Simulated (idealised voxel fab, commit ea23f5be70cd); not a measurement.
You're looking at the process module voxel released beams.
Shown is cross-section cut, with a width of 300 nm and square cells of size 5 nm.
Each cross-section below is a grid of square cells, stated as bands in top-down order, with one or more rows of cells making up each band. The band entry comprises the height of the band's top followed by the height of its bottom, expressed in nm, and subsequently the band's materials from left to right, each stated together with its width in nm. Where a single material is marked with the word "everywhere", that material fills the band from edge to edge. The word "empty" represents empty space. Convention: height 0 is the level below which the wafer, as received, is all one material. The lowest band does not terminate at the bottom but continues downward, represented as "0 and below". The notation "30..40" denotes a width that varies across the rows of cells in the band, beginning at the first number in the top row, finishing at the second number in the bottom row, and changing by an identical amount from each row to the next. When a step is marked "all unchanged", none of the cells in the cross-section changed during that step. You'll see "Closed cavity list" listing empty spaces that have no way open to the top, as long as they're 8 cells or more; the notation is width x height at distance, where the distance is from the left edge, and all of it is in nm. Note: text after step settings on the step line = simulator remark on that step. "overlay nm" on a masked step: distance the mask lay right of its planned place, negative for left.

Here's what the planned process steps look like
step 1: RECEIVE: material Si
step 2: CONFORMAL_DEP: material Al2O3, thk nm 10
step 3: DIRECTIONAL_DEP: material SiO2, thk nm 10
step 4: DIRECTIONAL_DEP: material aC, thk nm 10
step 5: PATTERN: tone open, mask id ANCHOR, material resist, width nm 40, thk nm 25, overlay nm 0
step 6: DIRECTIONAL_ETCH: etch materials aC, depth nm 10
step 7: STRIP: etch materials resist
step 8: DIRECTIONAL_ETCH: etch materials SiO2, depth nm 10
step 9: STRIP: etch materials aC
step 10: CONFORMAL_DEP: material SiN, thk nm 15
step 11: DIRECTIONAL_DEP: material aC, thk nm 15
step 12: PATTERN: tone cover, mask id BEAM, material resist, width nm 100, thk nm 30, overlay nm 0
step 13: DIRECTIONAL_ETCH: etch materials aC, depth nm 15
step 14: STRIP: etch materials resist
step 15: DIRECTIONAL_ETCH: etch materials SiN, depth nm 15
step 16: STRIP: etch materials aC
step 17: STRIP: etch materials SiO2

First wafer of two (run as planned)

Wafer at receipt (post step 1), cross-section
> 0 and below | Si everywhere
> Closed cavity list: none

Cross-section: wafer state after step 2
> 10 down to 0 | Al2O3 everywhere
> No changes below 0.

Cross-section: wafer state after step 3
> 20 down to 10 | SiO2 everywhere
> No changes below 10.

Cross-section: wafer state after step 4
> 30 down to 20 | aC everywhere
> No changes below 20.

Cross-section: wafer state after step 5
> 55 down to 30 | 100 nm resist | 40 nm empty | 160 nm resist
> No changes below 30.

Cross-section: wafer state after step 6
> 45 down to 30 | 100 nm resist | 40 nm empty | 160 nm resist
> 30 down to 20 | 100 nm aC | 40 nm empty | 160 nm aC
> No changes below 20.

Cross-section: wafer state after step 7
> 30 down to 20 | 100 nm aC | 40 nm empty | 160 nm aC
> No changes below 20.

Cross-section: wafer state after step 8
> 30 down to 20 | 100 nm aC | 40 nm empty | 160 nm aC
> 20 down to 10 | 100 nm SiO2 | 40 nm empty | 160 nm SiO2
> No changes below 10.

Cross-section: wafer state after step 9
> 20 down to 10 | 100 nm SiO2 | 40 nm empty | 160 nm SiO2
> No changes below 10.

Cross-section: wafer state after step 10
> 35 down to 25 | 115 nm SiN | 10 nm empty | 175 nm SiN
> 25 down to 20 | SiN everywhere
> 20 down to 10 | 100 nm SiO2 | 40 nm SiN | 160 nm SiO2
> No changes below 10.

Cross-section: wafer state after step 11
> 50 down to 40 | 115 nm aC | 10 nm empty | 175 nm aC
> 40 down to 35 | aC everywhere
> 35 down to 25 | 115 nm SiN | 10 nm aC | 175 nm SiN
> No changes below 25.

Cross-section: wafer state after step 12
> 80 down to 50 | 95 nm empty | 100 nm resist | 105 nm empty
> 50 down to 40 | 115 nm aC | 10 nm resist | 175 nm aC
> No changes below 40.

Cross-section: wafer state after step 13
> 65 down to 50 | 95 nm empty | 100 nm resist | 105 nm empty
> 50 down to 40 | 95 nm empty | 20 nm aC | 10 nm resist | 70 nm aC | 105 nm empty
> 40 down to 35 | 95 nm empty | 100 nm aC | 105 nm empty
> No changes below 35.

Cross-section: wafer state after step 14
> 50 down to 40 | 95 nm empty | 20 nm aC | 10 nm empty | 70 nm aC | 105 nm empty
> No changes below 40.

Cross-section: wafer state after step 15
> 50 down to 40 | 95 nm empty | 20 nm aC | 10 nm empty | 70 nm aC | 105 nm empty
> 40 down to 35 | 95 nm empty | 100 nm aC | 105 nm empty
> 35 down to 25 | 95 nm empty | 20 nm SiN | 10 nm aC | 70 nm SiN | 105 nm empty
> 25 down to 20 | 95 nm empty | 100 nm SiN | 105 nm empty
> No changes below 20.

Cross-section: wafer state after step 16
> 35 down to 25 | 95 nm empty | 20 nm SiN | 10 nm empty | 70 nm SiN | 105 nm empty
> No changes below 25.

Cross-section: wafer state after step 17
> 35 down to 25 | 95 nm empty | 20 nm SiN | 10 nm empty | 70 nm SiN | 105 nm empty
> 25 down to 20 | 95 nm empty | 100 nm SiN | 105 nm empty
> 20 down to 10 | 100 nm empty | 40 nm SiN | 160 nm empty
> No changes below 10.

Wafer two of the pair: same origin, same plan, one error during the run; identical to wafer one up to and including step 8

Cross-sectional view of the second wafer at the intended end time of process step 9
> 0 and below | Si everywhere

Cross-sectional view of the second wafer at the intended end time of process step 10
> 15 down to 0 | SiN everywhere
> No changes below 0.

Cross-sectional view of the second wafer at the intended end time of process step 11
> 30 down to 15 | aC everywhere
> No changes below 15.

Cross-sectional view of the second wafer at the intended end time of process step 12
> 60 down to 30 | 95 nm empty | 100 nm resist | 105 nm empty
> No changes below 30.

Cross-sectional view of the second wafer at the intended end time of process step 13
> 45 down to 30 | 95 nm empty | 100 nm resist | 105 nm empty
> 30 down to 15 | 95 nm empty | 100 nm aC | 105 nm empty
> No changes below 15.

Cross-sectional view of the second wafer at the intended end time of process step 14
> 30 down to 15 | 95 nm empty | 100 nm aC | 105 nm empty
> No changes below 15.

Cross-sectional view of the second wafer at the intended end time of process step 15
> 30 down to 15 | 95 nm empty | 100 nm aC | 105 nm empty
> 15 down to 0 | 95 nm empty | 100 nm SiN | 105 nm empty
> No changes below 0.

Cross-sectional view of the second wafer at the intended end time of process step 16
> 15 down to 0 | 95 nm empty | 100 nm SiN | 105 nm empty
> No changes below 0.

Cross-sectional view of the second wafer at the intended end time of process step 17: all unchanged
In executing the process, a mistake was made relative to the plan: in deviation from the planned setting, step 9 was conducted as STRIP: etch materials Al2O3
Per the end-of-run cell counts, the second wafer holds more or fewer of some materials than the first: Al2O3: 120 fewer; SiN: 12 fewer
